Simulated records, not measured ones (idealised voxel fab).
The name of this process module is voxel lift off.
Displayed cross-section: cut, width of 140 nm, square cells sized 5 nm.
In what follows, cross-sections appear as grids of square cells, described through bands that run from the top down, where every band is one or more rows of cells.
It is stipulated that each band's entry specify, in nanometres, the height of the top of the band and then that of its bottom, followed by the materials of the band in left-to-right sequence, each together with its width in nanometres. A single material marked by the word "all across" is understood to fill the band from edge to edge; the word "air" is understood to denote empty space.
Heights are measured from 0, the level below which the as-received wafer is all one material; the lowest band has no bottom and continues downward, written as in "0 down".
Width spec "30..40" -> top row of cells at first value, bottom row at second value, equal per-row change in between.
Take "identical to before" at face value: in the step it is given for, the cross-section changed in none of its cells.
"Closed void table" - sealed voids, min. 8 cells, no opening to top; format: width x height at distance (distance from left edge; nm throughout).
Past the settings on a step's line: simulator remark, on that step.
Among the settings permitted on a step's line is "overlay nm"; applied to a step with a mask, it specifies the extent to which the mask lay to the right of its planned position, whereas a negative figure signifies a position to the left.

# Steps planned for the process
1: RECEIVE,material Si
2: CONFORMAL_DEP,material Al2O3,thk nm 5
3: PATTERN,tone open,mask id LINES,material resist,width nm 20,pitch nm 45,thk nm 20,overlay nm 0
4: DIRECTIONAL_DEP,material Ru,thk nm 5
5: STRIP,etch materials resist
6: CONFORMAL_DEP,material SiCN,thk nm 5

# Wafer at receipt (post step 1), cross-section
	0 down  Si all across
	Closed void table: none

# Result of the module, cross-sectioned: start per above, plan per above, one error in how it was run
	15 to 10  air=10, SiCN=30, air=15, SiCN=30, air=15, SiCN=30, air=10
	10 to 5  SiCN=15, Ru=20, SiCN=25, Ru=20, SiCN=25, Ru=20, SiCN=15
	5 to 0  Ru all across
	0 down  Si all across
	Closed void table: none
Misprocessing identified: contrary to plan, step 2 was performed as CONFORMAL_DEP,material Ru,thk nm 5
